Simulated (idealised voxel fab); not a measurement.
process module | voxel tone inversion
cross-section cut | 240 nm wide | cells 5 nm
A cross-section is a grid of square cells, given in bands from the top down. A band is one or more rows of cells.
Each band's line starts with the height of the band's top and of its bottom, in nm. Then come its materials from left to right, each with its width in nm. One material with "throughout" fills the band from edge to edge. "air" is empty space.
Height 0 is the level under which the wafer as received is all one material. The lowest band goes on downwards, as in "0 down".
A width such as "30 to 40" changes by the same amount from each row of cells to the next, from the band's top row to its bottom row.
"no change" after a step means that no cell of the cross-section changed.
closed voids: empty space of 8 cells or more with no open way to the top, each as width x height at its distance from the left edge, in nm
after a step's settings: what the simulator itself notes on the step
overlay nm, on a step with a mask: how far to the right of its planned place the mask lay; to the left if negative
Each pair below shows a cross-section before one step and the cross-section after it, down to the lowest band that changed. The line under each pair gives the step between them, with its settings. The pairs can come from different runs of this module on the same starting wafer, so a pair continues from the pair above only where its "before" says so.
before
  0 down: Si throughout
  closed voids: none
after
  10 to 0: SiN throughout
  below 0: unchanged
  closed voids: none
the step between: op CONFORMAL_DEP | material SiN | thk nm 10
before: the cross-section after the pair above
after
  35 to 10: aC throughout
  below 10: unchanged
  closed voids: none
the step between: op DIRECTIONAL_DEP | material aC | thk nm 25
before: the cross-section after the pair above
after
  70 to 35: air 35 | resist 20 | air 30 | resist 20 | air 30 | resist 20 | air 30 | resist 20 | air 35
  below 35: unchanged
  closed voids: none
the step between: op PATTERN | tone cover | mask id POSTS | material resist | width nm 20 | pitch nm 50 | thk nm 35 | overlay nm 0
before: the cross-section after the pair above
after
  45 to 35: air 35 | resist 20 | air 30 | resist 20 | air 30 | resist 20 | air 30 | resist 20 | air 35
  35 to 10: air 35 | aC 20 | air 30 | aC 20 | air 30 | aC 20 | air 30 | aC 20 | air 35
  below 10: unchanged
  closed voids: none
the step between: op DIRECTIONAL_ETCH | etch materials aC | depth nm 25
before: the cross-section after the pair above
after
  35 to 10: air 35 | aC 20 | air 30 | aC 20 | air 30 | aC 20 | air 30 | aC 20 | air 35
  below 10: unchanged
  closed voids: none
the step between: op STRIP | etch materials resist
before: the cross-section after the pair above
after
  40 to 35: lowk throughout
  35 to 10: lowk 35 | aC 20 | lowk 30 | aC 20 | lowk 30 | aC 20 | lowk 30 | aC 20 | lowk 35
  below 10: unchanged
  closed voids: none
the step between: op FILL_DEP | material lowk | thk nm 5
before: the cross-section after the pair above
after
  35 to 10: lowk 35 | aC 20 | lowk 30 | aC 20 | lowk 30 | aC 20 | lowk 30 | aC 20 | lowk 35
  below 10: unchanged
  closed voids: none
the step between: op CMP | height nm 35
before: the cross-section after the pair above
after
  35 to 10: lowk 35 | air 20 | lowk 30 | air 20 | lowk 30 | air 20 | lowk 30 | air 20 | lowk 35
  below 10: unchanged
  closed voids: none
the step between: op STRIP | etch materials aC
before: the cross-section after the pair above
after
  40 to 35: TiN 40 | air 10 | TiN 40 | air 10 | TiN 40 | air 10 | TiN 40 | air 10 | TiN 40
  35 to 15: lowk 35 | TiN 5 | air 10 | TiN 5 | lowk 30 | TiN 5 | air 10 | TiN 5 | lowk 30 | TiN 5 | air 10 | TiN 5 | lowk 30 | TiN 5 | air 10 | TiN 5 | lowk 35
  15 to 10: lowk 35 | TiN 20 | lowk 30 | TiN 20 | lowk 30 | TiN 20 | lowk 30 | TiN 20 | lowk 35
  below 10: unchanged
  closed voids: none
the step between: op CONFORMAL_DEP | material TiN | thk nm 5
before: the cross-section after the pair above
after
  50 to 40: Ru throughout
  40 to 35: TiN 40 | Ru 10 | TiN 40 | Ru 10 | TiN 40 | Ru 10 | TiN 40 | Ru 10 | TiN 40
  35 to 15: lowk 35 | TiN 5 | Ru 10 | TiN 5 | lowk 30 | TiN 5 | Ru 10 | TiN 5 | lowk 30 | TiN 5 | Ru 10 | TiN 5 | lowk 30 | TiN 5 | Ru 10 | TiN 5 | lowk 35
  below 15: unchanged
  closed voids: none
the step between: op FILL_DEP | material Ru | thk nm 10
before: the cross-section after the pair above
after
  35 to 15: lowk 35 | TiN 5 | Ru 10 | TiN 5 | lowk 30 | TiN 5 | Ru 10 | TiN 5 | lowk 30 | TiN 5 | Ru 10 | TiN 5 | lowk 30 | TiN 5 | Ru 10 | TiN 5 | lowk 35
  below 15: unchanged
  closed voids: none
the step between: op CMP | height nm 35
before: the cross-section after the pair above
after
  40 to 35: SiN throughout
  below 35: unchanged
  closed voids: none
the step between: op CONFORMAL_DEP | material SiN | thk nm 5
before
  50 to 40: Ru throughout
  40 to 35: TiN 40 | Ru 10 | TiN 40 | Ru 10 | TiN 40 | Ru 10 | TiN 40 | Ru 10 | TiN 40
  35 to 15: lowk 35 | TiN 5 | Ru 10 | TiN 5 | lowk 30 | TiN 5 | Ru 10 | TiN 5 | lowk 30 | TiN 5 | Ru 10 | TiN 5 | lowk 30 | TiN 5 | Ru 10 | TiN 5 | lowk 35
  15 to 10: lowk 35 | TiN 20 | lowk 30 | TiN 20 | lowk 30 | TiN 20 | lowk 30 | TiN 20 | lowk 35
  10 to 0: SiN throughout
  0 down: Si throughout
  closed voids: none
after
  55 to 50: SiN throughout
  below 50: unchanged
  closed voids: none
the step between: op CONFORMAL_DEP | material SiN | thk nm 5
before
  0 down: Si throughout
  closed voids: none
after
  25 to 0: aC throughout
  below 0: unchanged
  closed voids: none
the step between: op DIRECTIONAL_DEP | material aC | thk nm 25
before: the cross-section after the pair above
after
  35 to 25: SiN throughout
  below 25: unchanged
  closed voids: none
the step between: op CONFORMAL_DEP | material SiN | thk nm 10
before: the cross-section after the pair above
after
  70 to 35: air 35 | resist 20 | air 30 | resist 20 | air 30 | resist 20 | air 30 | resist 20 | air 35
  below 35: unchanged
  closed voids: none
the step between: op PATTERN | tone cover | mask id POSTS | material resist | width nm 20 | pitch nm 50 | thk nm 35 | overlay nm 0
before: the cross-section after the pair above
after
  45 to 35: air 35 | resist 20 | air 30 | resist 20 | air 30 | resist 20 | air 30 | resist 20 | air 35
  below 35: unchanged
  closed voids: none
the step between: op DIRECTIONAL_ETCH | etch materials aC | depth nm 25
before: the cross-section after the pair above
after
  35 to 25: SiN throughout
  below 25: unchanged
  closed voids: none
the step between: op STRIP | etch materials resist
before: the cross-section after the pair above
after
  40 to 35: lowk throughout
  below 35: unchanged
  closed voids: none
the step between: op FILL_DEP | material lowk | thk nm 5
before: the cross-section after the pair above
after
  35 to 25: SiN throughout
  below 25: unchanged
  closed voids: none
the step between: op CMP | height nm 35
before: the cross-section after the pair above
after
  40 to 35: TiN throughout
  below 35: unchanged
  closed voids: none
the step between: op CONFORMAL_DEP | material TiN | thk nm 5
before: the cross-section after the pair above
after
  50 to 40: Ru throughout
  below 40: unchanged
  closed voids: none
the step between: op FILL_DEP | material Ru | thk nm 10
before: the cross-section after the pair above
after
  35 to 25: SiN throughout
  below 25: unchanged
  closed voids: none
the step between: op CMP | height nm 35
before: the cross-section after the pair above
after
  40 to 25: SiN throughout
  below 25: unchanged
  closed voids: none
the step between: op CONFORMAL_DEP | material SiN | thk nm 5
before
  50 to 40: Ru throughout
  40 to 35: TiN 40 | Ru 10 | TiN 40 | Ru 10 | TiN 40 | Ru 10 | TiN 40 | Ru 10 | TiN 40
  35 to 15: lowk 35 | TiN 5 | Ru 10 | TiN 5 | lowk 30 | TiN 5 | Ru 10 | TiN 5 | lowk 30 | TiN 5 | Ru 10 | TiN 5 | lowk 30 | TiN 5 | Ru 10 | TiN 5 | lowk 35
  15 to 10: lowk 35 | TiN 20 | lowk 30 | TiN 20 | lowk 30 | TiN 20 | lowk 30 | TiN 20 | lowk 35
  10 to 0: SiN throughout
  0 down: Si throughout
  closed voids: none
after
  40 to 35: TiN 40 | Ru 10 | TiN 40 | Ru 10 | TiN 40 | Ru 10 | TiN 40 | Ru 10 | TiN 40
  below 35: unchanged
  closed voids: none
the step between: op CMP | height nm 40
before: the cross-section after the pair above
after
  45 to 40: SiN throughout
  below 40: unchanged
  closed voids: none
the step between: op CONFORMAL_DEP | material SiN | thk nm 5
before
  35 to 10: aC throughout
  10 to 0: SiN throughout
  0 down: Si throughout
  closed voids: none
after
  70 to 35: air 40 | resist 15 | air 35 | resist 15 | air 35 | resist 15 | air 35 | resist 15 | air 35
  below 35: unchanged
  closed voids: none
the step between: op PATTERN | tone cover | mask id POSTS | material resist | width nm 15 | pitch nm 50 | thk nm 35 | overlay nm 0
before: the cross-section after the pair above
after
  45 to 35: air 40 | resist 15 | air 35 | resist 15 | air 35 | resist 15 | air 35 | resist 15 | air 35
  35 to 10: air 40 | aC 15 | air 35 | aC 15 | air 35 | aC 15 | air 35 | aC 15 | air 35
  below 10: unchanged
  closed voids: none
the step between: op DIRECTIONAL_ETCH | etch materials aC | depth nm 25
before: the cross-section after the pair above
after
  35 to 10: air 40 | aC 15 | air 35 | aC 15 | air 35 | aC 15 | air 35 | aC 15 | air 35
  below 10: unchanged
  closed voids: none
the step between: op STRIP | etch materials resist
before: the cross-section after the pair above
after
  40 to 35: lowk throughout
  35 to 10: lowk 40 | aC 15 | lowk 35 | aC 15 | lowk 35 | aC 15 | lowk 35 | aC 15 | lowk 35
  below 10: unchanged
  closed voids: none
the step between: op FILL_DEP | material lowk | thk nm 5
before: the cross-section after the pair above
after
  35 to 10: lowk 40 | aC 15 | lowk 35 | aC 15 | lowk 35 | aC 15 | lowk 35 | aC 15 | lowk 35
  below 10: unchanged
  closed voids: none
the step between: op CMP | height nm 35
before: the cross-section after the pair above
after
  35 to 10: lowk 40 | air 15 | lowk 35 | air 15 | lowk 35 | air 15 | lowk 35 | air 15 | lowk 35
  below 10: unchanged
  closed voids: none
the step between: op STRIP | etch materials aC
before: the cross-section after the pair above
after
  40 to 35: TiN 45 | air 5 | TiN 45 | air 5 | TiN 45 | air 5 | TiN 45 | air 5 | TiN 40
  35 to 15: lowk 40 | TiN 5 | air 5 | TiN 5 | lowk 35 | TiN 5 | air 5 | TiN 5 | lowk 35 | TiN 5 | air 5 | TiN 5 | lowk 35 | TiN 5 | air 5 | TiN 5 | lowk 35
  15 to 10: lowk 40 | TiN 15 | lowk 35 | TiN 15 | lowk 35 | TiN 15 | lowk 35 | TiN 15 | lowk 35
  below 10: unchanged
  closed voids: none
the step between: op CONFORMAL_DEP | material TiN | thk nm 5
before: the cross-section after the pair above
after
  50 to 40: Ru throughout
  40 to 35: TiN 45 | Ru 5 | TiN 45 | Ru 5 | TiN 45 | Ru 5 | TiN 45 | Ru 5 | TiN 40
  35 to 15: lowk 40 | TiN 5 | Ru 5 | TiN 5 | lowk 35 | TiN 5 | Ru 5 | TiN 5 | lowk 35 | TiN 5 | Ru 5 | TiN 5 | lowk 35 | TiN 5 | Ru 5 | TiN 5 | lowk 35
  below 15: unchanged
  closed voids: none
the step between: op FILL_DEP | material Ru | thk nm 10
before: the cross-section after the pair above
after
  35 to 15: lowk 40 | TiN 5 | Ru 5 | TiN 5 | lowk 35 | TiN 5 | Ru 5 | TiN 5 | lowk 35 | TiN 5 | Ru 5 | TiN 5 | lowk 35 | TiN 5 | Ru 5 | TiN 5 | lowk 35
  below 15: unchanged
  closed voids: none
the step between: op CMP | height nm 35
before: the cross-section after the pair above
after
  40 to 35: SiN throughout
  below 35: unchanged
  closed voids: none
the step between: op CONFORMAL_DEP | material SiN | thk nm 5
before
  35 to 10: aC throughout
  10 to 0: SiN throughout
  0 down: Si throughout
  closed voids: none
after
  70 to 35: air 40 | resist 20 | air 30 | resist 20 | air 30 | resist 20 | air 30 | resist 20 | air 30
  below 35: unchanged
  closed voids: none
the step between: op PATTERN | tone cover | mask id POSTS | material resist | width nm 20 | pitch nm 50 | thk nm 35 | overlay nm 5
before: the cross-section after the pair above
after
  45 to 35: air 40 | resist 20 | air 30 | resist 20 | air 30 | resist 20 | air 30 | resist 20 | air 30
  35 to 10: air 40 | aC 20 | air 30 | aC 20 | air 30 | aC 20 | air 30 | aC 20 | air 30
  below 10: unchanged
  closed voids: none
the step between: op DIRECTIONAL_ETCH | etch materials aC | depth nm 25
before: the cross-section after the pair above
after
  35 to 10: air 40 | aC 20 | air 30 | aC 20 | air 30 | aC 20 | air 30 | aC 20 | air 30
  below 10: unchanged
  closed voids: none
the step between: op STRIP | etch materials resist
before: the cross-section after the pair above
after
  40 to 35: lowk throughout
  35 to 10: lowk 40 | aC 20 | lowk 30 | aC 20 | lowk 30 | aC 20 | lowk 30 | aC 20 | lowk 30
  below 10: unchanged
  closed voids: none
the step between: op FILL_DEP | material lowk | thk nm 5
before: the cross-section after the pair above
after
  35 to 10: lowk 40 | aC 20 | lowk 30 | aC 20 | lowk 30 | aC 20 | lowk 30 | aC 20 | lowk 30
  below 10: unchanged
  closed voids: none
the step between: op CMP | height nm 35
before: the cross-section after the pair above
after
  35 to 10: lowk 40 | air 20 | lowk 30 | air 20 | lowk 30 | air 20 | lowk 30 | air 20 | lowk 30
  below 10: unchanged
  closed voids: none
the step between: op STRIP | etch materials aC
before: the cross-section after the pair above
after
  40 to 35: TiN 45 | air 10 | TiN 40 | air 10 | TiN 40 | air 10 | TiN 40 | air 10 | TiN 35
  35 to 15: lowk 40 | TiN 5 | air 10 | TiN 5 | lowk 30 | TiN 5 | air 10 | TiN 5 | lowk 30 | TiN 5 | air 10 | TiN 5 | lowk 30 | TiN 5 | air 10 | TiN 5 | lowk 30
  15 to 10: lowk 40 | TiN 20 | lowk 30 | TiN 20 | lowk 30 | TiN 20 | lowk 30 | TiN 20 | lowk 30
  below 10: unchanged
  closed voids: none
the step between: op CONFORMAL_DEP | material TiN | thk nm 5
before: the cross-section after the pair above
after
  50 to 40: Ru throughout
  40 to 35: TiN 45 | Ru 10 | TiN 40 | Ru 10 | TiN 40 | Ru 10 | TiN 40 | Ru 10 | TiN 35
  35 to 15: lowk 40 | TiN 5 | Ru 10 | TiN 5 | lowk 30 | TiN 5 | Ru 10 | TiN 5 | lowk 30 | TiN 5 | Ru 10 | TiN 5 | lowk 30 | TiN 5 | Ru 10 | TiN 5 | lowk 30
  below 15: unchanged
  closed voids: none
the step between: op FILL_DEP | material Ru | thk nm 10
before: the cross-section after the pair above
after
  35 to 15: lowk 40 | TiN 5 | Ru 10 | TiN 5 | lowk 30 | TiN 5 | Ru 10 | TiN 5 | lowk 30 | TiN 5 | Ru 10 | TiN 5 | lowk 30 | TiN 5 | Ru 10 | TiN 5 | lowk 30
  below 15: unchanged
  closed voids: none
the step between: op CMP | height nm 35
before: the cross-section after the pair above
after
  40 to 35: SiN throughout
  below 35: unchanged
  closed voids: none
the step between: op CONFORMAL_DEP | material SiN | thk nm 5
before
  10 to 0: SiN throughout
  0 down: Si throughout
  closed voids: none
after
  35 to 0: SiN throughout
  below 0: unchanged
  closed voids: none
the step between: op DIRECTIONAL_DEP | material SiN | thk nm 25
before: the cross-section after the pair above
after
  70 to 35: air 35 | resist 20 | air 30 | resist 20 | air 30 | resist 20 | air 30 | resist 20 | air 35
  below 35: unchanged
  closed voids: none
the step between: op PATTERN | tone cover | mask id POSTS | material resist | width nm 20 | pitch nm 50 | thk nm 35 | overlay nm 0
before: the cross-section after the pair above
after
  45 to 35: air 35 | resist 20 | air 30 | resist 20 | air 30 | resist 20 | air 30 | resist 20 | air 35
  below 35: unchanged
  closed voids: none
the step between: op DIRECTIONAL_ETCH | etch materials aC | depth nm 25
before: the cross-section after the pair above
after
  35 to 0: SiN throughout
  below 0: unchanged
  closed voids: none
the step between: op STRIP | etch materials resist
before: the cross-section after the pair above
after
  40 to 35: lowk throughout
  below 35: unchanged
  closed voids: none
the step between: op FILL_DEP | material lowk | thk nm 5
before: the cross-section after the pair above
after
  35 to 0: SiN throughout
  below 0: unchanged
  closed voids: none
the step between: op CMP | height nm 35
before: the cross-section after the pair above
after
  40 to 35: TiN throughout
  below 35: unchanged
  closed voids: none
the step between: op CONFORMAL_DEP | material TiN | thk nm 5
before: the cross-section after the pair above
after
  50 to 40: Ru throughout
  below 40: unchanged
  closed voids: none
the step between: op FILL_DEP | material Ru | thk nm 10
before: the cross-section after the pair above
after
  35 to 0: SiN throughout
  below 0: unchanged
  closed voids: none
the step between: op CMP | height nm 35
before: the cross-section after the pair above
after
  40 to 0: SiN throughout
  below 0: unchanged
  closed voids: none
the step between: op CONFORMAL_DEP | material SiN | thk nm 5
before
  35 to 10: aC throughout
  10 to 0: SiN throughout
  0 down: Si throughout
  closed voids: none
after
  70 to 35: resist 35 | air 20 | resist 30 | air 20 | resist 30 | air 20 | resist 30 | air 20 | resist 35
  below 35: unchanged
  closed voids: none
the step between: op PATTERN | tone open | mask id POSTS | material resist | width nm 20 | pitch nm 50 | thk nm 35 | overlay nm 0
before: the cross-section after the pair above
after
  45 to 35: resist 35 | air 20 | resist 30 | air 20 | resist 30 | air 20 | resist 30 | air 20 | resist 35
  35 to 10: aC 35 | air 20 | aC 30 | air 20 | aC 30 | air 20 | aC 30 | air 20 | aC 35
  below 10: unchanged
  closed voids: none
the step between: op DIRECTIONAL_ETCH | etch materials aC | depth nm 25
before: the cross-section after the pair above
after
  35 to 10: aC 35 | air 20 | aC 30 | air 20 | aC 30 | air 20 | aC 30 | air 20 | aC 35
  below 10: unchanged
  closed voids: none
the step between: op STRIP | etch materials resist
before: the cross-section after the pair above
after
  40 to 35: lowk throughout
  35 to 10: aC 35 | lowk 20 | aC 30 | lowk 20 | aC 30 | lowk 20 | aC 30 | lowk 20 | aC 35
  below 10: unchanged
  closed voids: none
the step between: op FILL_DEP | material lowk | thk nm 5
before: the cross-section after the pair above
after
  35 to 10: aC 35 | lowk 20 | aC 30 | lowk 20 | aC 30 | lowk 20 | aC 30 | lowk 20 | aC 35
  below 10: unchanged
  closed voids: none
the step between: op CMP | height nm 35
before: the cross-section after the pair above
after
  35 to 10: air 35 | lowk 20 | air 30 | lowk 20 | air 30 | lowk 20 | air 30 | lowk 20 | air 35
  below 10: unchanged
  closed voids: none
the step between: op STRIP | etch materials aC
before: the cross-section after the pair above
after
  40 to 35: air 30 | TiN 30 | air 20 | TiN 30 | air 20 | TiN 30 | air 20 | TiN 30 | air 30
  35 to 15: air 30 | TiN 5 | lowk 20 | TiN 5 | air 20 | TiN 5 | lowk 20 | TiN 5 | air 20 | TiN 5 | lowk 20 | TiN 5 | air 20 | TiN 5 | lowk 20 | TiN 5 | air 30
  15 to 10: TiN 35 | lowk 20 | TiN 30 | lowk 20 | TiN 30 | lowk 20 | TiN 30 | lowk 20 | TiN 35
  below 10: unchanged
  closed voids: none
the step between: op CONFORMAL_DEP | material TiN | thk nm 5
before: the cross-section after the pair above
after
  50 to 40: Ru throughout
  40 to 35: Ru 30 | TiN 30 | Ru 20 | TiN 30 | Ru 20 | TiN 30 | Ru 20 | TiN 30 | Ru 30
  35 to 15: Ru 30 | TiN 5 | lowk 20 | TiN 5 | Ru 20 | TiN 5 | lowk 20 | TiN 5 | Ru 20 | TiN 5 | lowk 20 | TiN 5 | Ru 20 | TiN 5 | lowk 20 | TiN 5 | Ru 30
  below 15: unchanged
  closed voids: none
the step between: op FILL_DEP | material Ru | thk nm 10
before: the cross-section after the pair above
after
  35 to 15: Ru 30 | TiN 5 | lowk 20 | TiN 5 | Ru 20 | TiN 5 | lowk 20 | TiN 5 | Ru 20 | TiN 5 | lowk 20 | TiN 5 | Ru 20 | TiN 5 | lowk 20 | TiN 5 | Ru 30
  below 15: unchanged
  closed voids: none
the step between: op CMP | height nm 35
before: the cross-section after the pair above
after
  40 to 35: SiN throughout
  below 35: unchanged
  closed voids: none
the step between: op CONFORMAL_DEP | material SiN | thk nm 5
